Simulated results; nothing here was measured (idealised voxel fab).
The process module presented herein is designated voxel trench capacitor.
Xsec cut, 225 nm wide, square cell size 5 nm.
Cross-section, as written here: a square-cell grid given band by band from the top down, where a band holds one or more rows of cells. The band entry comprises the height of the band's top followed by the height of its bottom, expressed in nm, and subsequently the band's materials from left to right, each stated together with its width in nm. Where a single material is marked with the word "all across", that material fills the band from edge to edge. The word "air" represents empty space. It should be noted that heights are counted from 0, beneath which the wafer as supplied is of one material throughout, and that the lowest band possesses no lower boundary but continues downward, as written in "top 0, no bottom". Width "30..40": first value at the band's top row of cells, second value at its bottom row, equal change from row to row. What does "no alterations made" mean for a step? It means no cell of the cross-section changed in that step. This entry, "Sealed cavities", enumerates those empty regions of no fewer than 8 cells that possess no open connection to the top. Each region is reported in the form width x height at distance, the distance being taken from the left edge, with all three quantities expressed in nm. Whatever follows a step's settings on its line is a remark the simulator itself makes about that step. overlay nm: step with mask; distance mask lay right of planned place; negative value = left of planned place.
# This section lists the process steps that were planned
1,RECEIVE: material Si
2,CONFORMAL_DEP: material SiN, thk nm 10
3,DIRECTIONAL_DEP: material aC, thk nm 15
4,PATTERN: tone open, mask id TRENCH, material resist, width nm 25, pitch nm 50, thk nm 30, overlay nm 0
5,DIRECTIONAL_ETCH: etch materials aC, depth nm 15
6,STRIP: etch materials resist
7,DIRECTIONAL_ETCH: etch materials SiN, depth nm 10
8,DIRECTIONAL_ETCH: etch materials Si, depth nm 25
9,STRIP: etch materials aC
10,CONFORMAL_DEP: material HfO2, thk nm 5
11,CONFORMAL_DEP: material TiN, thk nm 5
12,FILL_DEP: material W, thk nm 5
13,CMP: height nm 10
# Wafer, first of two, run as planned
# Cross-sectional view of the wafer in its as-received condition, corresponding to the state after step 1
	top 0, no bottom  Si all across
	Sealed cavities: none
# Wafer section view after processing step 2
	top 10, bottom 0  SiN all across
	Below 0 it's all the same as before, nothing changed down there.
# Wafer section view after processing step 3
	top 25, bottom 10  aC all across
	Below 10 it's all the same as before, nothing changed down there.
# Wafer section view after processing step 4
	top 55, bottom 25  25 of resist, 25 of air, 25 of resist, 25 of air, 25 of resist, 25 of air, 25 of resist, 25 of air, 25 of resist
	Below 25 it's all the same as before, nothing changed down there.
# Wafer section view after processing step 5
	top 40, bottom 25  25 of resist, 25 of air, 25 of resist, 25 of air, 25 of resist, 25 of air, 25 of resist, 25 of air, 25 of resist
	top 25, bottom 10  25 of aC, 25 of air, 25 of aC, 25 of air, 25 of aC, 25 of air, 25 of aC, 25 of air, 25 of aC
	Below 10 it's all the same as before, nothing changed down there.
# Wafer section view after processing step 6
	top 25, bottom 10  25 of aC, 25 of air, 25 of aC, 25 of air, 25 of aC, 25 of air, 25 of aC, 25 of air, 25 of aC
	Below 10 it's all the same as before, nothing changed down there.
# Wafer section view after processing step 7
	top 25, bottom 10  25 of aC, 25 of air, 25 of aC, 25 of air, 25 of aC, 25 of air, 25 of aC, 25 of air, 25 of aC
	top 10, bottom 0  25 of SiN, 25 of air, 25 of SiN, 25 of air, 25 of SiN, 25 of air, 25 of SiN, 25 of air, 25 of SiN
	Below 0 it's all the same as before, nothing changed down there.
# Wafer section view after processing step 8
	top 25, bottom 10  25 of aC, 25 of air, 25 of aC, 25 of air, 25 of aC, 25 of air, 25 of aC, 25 of air, 25 of aC
	top 10, bottom 0  25 of SiN, 25 of air, 25 of SiN, 25 of air, 25 of SiN, 25 of air, 25 of SiN, 25 of air, 25 of SiN
	top 0, bottom -25  25 of Si, 25 of air, 25 of Si, 25 of air, 25 of Si, 25 of air, 25 of Si, 25 of air, 25 of Si
	Below -25 it's all the same as before, nothing changed down there.
# Wafer section view after processing step 9
	top 10, bottom 0  25 of SiN, 25 of air, 25 of SiN, 25 of air, 25 of SiN, 25 of air, 25 of SiN, 25 of air, 25 of SiN
	Below 0 it's all the same as before, nothing changed down there.
# Wafer section view after processing step 10
	top 15, bottom 10  30 of HfO2, 15 of air, 35 of HfO2, 15 of air, 35 of HfO2, 15 of air, 35 of HfO2, 15 of air, 30 of HfO2
	top 10, bottom 0  25 of SiN, 5 of HfO2, 15 of air, 5 of HfO2, 25 of SiN, 5 of HfO2, 15 of air, 5 of HfO2, 25 of SiN, 5 of HfO2, 15 of air, 5 of HfO2, 25 of SiN, 5 of HfO2, 15 of air, 5 of HfO2, 25 of SiN
	top 0, bottom -20  25 of Si, 5 of HfO2, 15 of air, 5 of HfO2, 25 of Si, 5 of HfO2, 15 of air, 5 of HfO2, 25 of Si, 5 of HfO2, 15 of air, 5 of HfO2, 25 of Si, 5 of HfO2, 15 of air, 5 of HfO2, 25 of Si
	top -20, bottom -25  25 of Si, 25 of HfO2, 25 of Si, 25 of HfO2, 25 of Si, 25 of HfO2, 25 of Si, 25 of HfO2, 25 of Si
	Below -25 it's all the same as before, nothing changed down there.
# Wafer section view after processing step 11
	top 20, bottom 15  35 of TiN, 5 of air, 45 of TiN, 5 of air, 45 of TiN, 5 of air, 45 of TiN, 5 of air, 35 of TiN
	top 15, bottom 10  30 of HfO2, 5 of TiN, 5 of air, 5 of TiN, 35 of HfO2, 5 of TiN, 5 of air, 5 of TiN, 35 of HfO2, 5 of TiN, 5 of air, 5 of TiN, 35 of HfO2, 5 of TiN, 5 of air, 5 of TiN, 30 of HfO2
	top 10, bottom 0  25 of SiN, 5 of HfO2, 5 of TiN, 5 of air, 5 of TiN, 5 of HfO2, 25 of SiN, 5 of HfO2, 5 of TiN, 5 of air, 5 of TiN, 5 of HfO2, 25 of SiN, 5 of HfO2, 5 of TiN, 5 of air, 5 of TiN, 5 of HfO2, 25 of SiN, 5 of HfO2, 5 of TiN, 5 of air, 5 of TiN, 5 of HfO2, 25 of SiN
	top 0, bottom -15  25 of Si, 5 of HfO2, 5 of TiN, 5 of air, 5 of TiN, 5 of HfO2, 25 of Si, 5 of HfO2, 5 of TiN, 5 of air, 5 of TiN, 5 of HfO2, 25 of Si, 5 of HfO2, 5 of TiN, 5 of air, 5 of TiN, 5 of HfO2, 25 of Si, 5 of HfO2, 5 of TiN, 5 of air, 5 of TiN, 5 of HfO2, 25 of Si
	top -15, bottom -20  25 of Si, 5 of HfO2, 15 of TiN, 5 of HfO2, 25 of Si, 5 of HfO2, 15 of TiN, 5 of HfO2, 25 of Si, 5 of HfO2, 15 of TiN, 5 of HfO2, 25 of Si, 5 of HfO2, 15 of TiN, 5 of HfO2, 25 of Si
	Below -20 it's all the same as before, nothing changed down there.
# Wafer section view after processing step 12
	top 25, bottom 20  W all across
	top 20, bottom 15  35 of TiN, 5 of W, 45 of TiN, 5 of W, 45 of TiN, 5 of W, 45 of TiN, 5 of W, 35 of TiN
	top 15, bottom 10  30 of HfO2, 5 of TiN, 5 of W, 5 of TiN, 35 of HfO2, 5 of TiN, 5 of W, 5 of TiN, 35 of HfO2, 5 of TiN, 5 of W, 5 of TiN, 35 of HfO2, 5 of TiN, 5 of W, 5 of TiN, 30 of HfO2
	top 10, bottom 0  25 of SiN, 5 of HfO2, 5 of TiN, 5 of W, 5 of TiN, 5 of HfO2, 25 of SiN, 5 of HfO2, 5 of TiN, 5 of W, 5 of TiN, 5 of HfO2, 25 of SiN, 5 of HfO2, 5 of TiN, 5 of W, 5 of TiN, 5 of HfO2, 25 of SiN, 5 of HfO2, 5 of TiN, 5 of W, 5 of TiN, 5 of HfO2, 25 of SiN
	top 0, bottom -15  25 of Si, 5 of HfO2, 5 of TiN, 5 of W, 5 of TiN, 5 of HfO2, 25 of Si, 5 of HfO2, 5 of TiN, 5 of W, 5 of TiN, 5 of HfO2, 25 of Si, 5 of HfO2, 5 of TiN, 5 of W, 5 of TiN, 5 of HfO2, 25 of Si, 5 of HfO2, 5 of TiN, 5 of W, 5 of TiN, 5 of HfO2, 25 of Si
	Below -15 it's all the same as before, nothing changed down there.
# Wafer section view after processing step 13
	top 10, bottom 0  25 of SiN, 5 of HfO2, 5 of TiN, 5 of W, 5 of TiN, 5 of HfO2, 25 of SiN, 5 of HfO2, 5 of TiN, 5 of W, 5 of TiN, 5 of HfO2, 25 of SiN, 5 of HfO2, 5 of TiN, 5 of W, 5 of TiN, 5 of HfO2, 25 of SiN, 5 of HfO2, 5 of TiN, 5 of W, 5 of TiN, 5 of HfO2, 25 of SiN
	Below 0 it's all the same as before, nothing changed down there.
# Companion wafer, the second of two: same beginning, same intended sequence, one mistake in carrying it out; through step 7 inclusive it tracks the first exactly
# Planned end of step 8: second wafer, cross-section
	top 25, bottom 10  25 of aC, 25 of air, 25 of aC, 25 of air, 25 of aC, 25 of air, 25 of aC, 25 of air, 25 of aC
	top 10, bottom 0  25 of SiN, 25 of air, 25 of SiN, 25 of air, 25 of SiN, 25 of air, 25 of SiN, 25 of air, 25 of SiN
	top 0, bottom -50  25 of Si, 25 of air, 25 of Si, 25 of air, 25 of Si, 25 of air, 25 of Si, 25 of air, 25 of Si
	Below -50 it's all the same as before, nothing changed down there.
# Planned end of step 9: second wafer, cross-section
	top 10, bottom 0  25 of SiN, 25 of air, 25 of SiN, 25 of air, 25 of SiN, 25 of air, 25 of SiN, 25 of air, 25 of SiN
	Below 0 it's all the same as before, nothing changed down there.
# Planned end of step 10: second wafer, cross-section
	top 15, bottom 10  30 of HfO2, 15 of air, 35 of HfO2, 15 of air, 35 of HfO2, 15 of air, 35 of HfO2, 15 of air, 30 of HfO2
	top 10, bottom 0  25 of SiN, 5 of HfO2, 15 of air, 5 of HfO2, 25 of SiN, 5 of HfO2, 15 of air, 5 of HfO2, 25 of SiN, 5 of HfO2, 15 of air, 5 of HfO2, 25 of SiN, 5 of HfO2, 15 of air, 5 of HfO2, 25 of SiN
	top 0, bottom -45  25 of Si, 5 of HfO2, 15 of air, 5 of HfO2, 25 of Si, 5 of HfO2, 15 of air, 5 of HfO2, 25 of Si, 5 of HfO2, 15 of air, 5 of HfO2, 25 of Si, 5 of HfO2, 15 of air, 5 of HfO2, 25 of Si
	top -45, bottom -50  25 of Si, 25 of HfO2, 25 of Si, 25 of HfO2, 25 of Si, 25 of HfO2, 25 of Si, 25 of HfO2, 25 of Si
	Below -50 it's all the same as before, nothing changed down there.
# Planned end of step 11: second wafer, cross-section
	top 20, bottom 15  35 of TiN, 5 of air, 45 of TiN, 5 of air, 45 of TiN, 5 of air, 45 of TiN, 5 of air, 35 of TiN
	top 15, bottom 10  30 of HfO2, 5 of TiN, 5 of air, 5 of TiN, 35 of HfO2, 5 of TiN, 5 of air, 5 of TiN, 35 of HfO2, 5 of TiN, 5 of air, 5 of TiN, 35 of HfO2, 5 of TiN, 5 of air, 5 of TiN, 30 of HfO2
	top 10, bottom 0  25 of SiN, 5 of HfO2, 5 of TiN, 5 of air, 5 of TiN, 5 of HfO2, 25 of SiN, 5 of HfO2, 5 of TiN, 5 of air, 5 of TiN, 5 of HfO2, 25 of SiN, 5 of HfO2, 5 of TiN, 5 of air, 5 of TiN, 5 of HfO2, 25 of SiN, 5 of HfO2, 5 of TiN, 5 of air, 5 of TiN, 5 of HfO2, 25 of SiN
	top 0, bottom -40  25 of Si, 5 of HfO2, 5 of TiN, 5 of air, 5 of TiN, 5 of HfO2, 25 of Si, 5 of HfO2, 5 of TiN, 5 of air, 5 of TiN, 5 of HfO2, 25 of Si, 5 of HfO2, 5 of TiN, 5 of air, 5 of TiN, 5 of HfO2, 25 of Si, 5 of HfO2, 5 of TiN, 5 of air, 5 of TiN, 5 of HfO2, 25 of Si
	top -40, bottom -45  25 of Si, 5 of HfO2, 15 of TiN, 5 of HfO2, 25 of Si, 5 of HfO2, 15 of TiN, 5 of HfO2, 25 of Si, 5 of HfO2, 15 of TiN, 5 of HfO2, 25 of Si, 5 of HfO2, 15 of TiN, 5 of HfO2, 25 of Si
	Below -45 it's all the same as before, nothing changed down there.
# Planned end of step 12: second wafer, cross-section
	top 25, bottom 20  W all across
	top 20, bottom 15  35 of TiN, 5 of W, 45 of TiN, 5 of W, 45 of TiN, 5 of W, 45 of TiN, 5 of W, 35 of TiN
	top 15, bottom 10  30 of HfO2, 5 of TiN, 5 of W, 5 of TiN, 35 of HfO2, 5 of TiN, 5 of W, 5 of TiN, 35 of HfO2, 5 of TiN, 5 of W, 5 of TiN, 35 of HfO2, 5 of TiN, 5 of W, 5 of TiN, 30 of HfO2
	top 10, bottom 0  25 of SiN, 5 of HfO2, 5 of TiN, 5 of W, 5 of TiN, 5 of HfO2, 25 of SiN, 5 of HfO2, 5 of TiN, 5 of W, 5 of TiN, 5 of HfO2, 25 of SiN, 5 of HfO2, 5 of TiN, 5 of W, 5 of TiN, 5 of HfO2, 25 of SiN, 5 of HfO2, 5 of TiN, 5 of W, 5 of TiN, 5 of HfO2, 25 of SiN
	top 0, bottom -40  25 of Si, 5 of HfO2, 5 of TiN, 5 of W, 5 of TiN, 5 of HfO2, 25 of Si, 5 of HfO2, 5 of TiN, 5 of W, 5 of TiN, 5 of HfO2, 25 of Si, 5 of HfO2, 5 of TiN, 5 of W, 5 of TiN, 5 of HfO2, 25 of Si, 5 of HfO2, 5 of TiN, 5 of W, 5 of TiN, 5 of HfO2, 25 of Si
	Below -40 it's all the same as before, nothing changed down there.
# Planned end of step 13: second wafer, cross-section
	top 10, bottom 0  25 of SiN, 5 of HfO2, 5 of TiN, 5 of W, 5 of TiN, 5 of HfO2, 25 of SiN, 5 of HfO2, 5 of TiN, 5 of W, 5 of TiN, 5 of HfO2, 25 of SiN, 5 of HfO2, 5 of TiN, 5 of W, 5 of TiN, 5 of HfO2, 25 of SiN, 5 of HfO2, 5 of TiN, 5 of W, 5 of TiN, 5 of HfO2, 25 of SiN
	Below 0 it's all the same as before, nothing changed down there.
What went wrong in running the wafer? plan step 8 ran twice
Wrapping up, a cell-based count of both wafers puts the second over or under the first for these materials: HfO2: 40 more; Si: 100 fewer; TiN: 40 more; W: 20 more
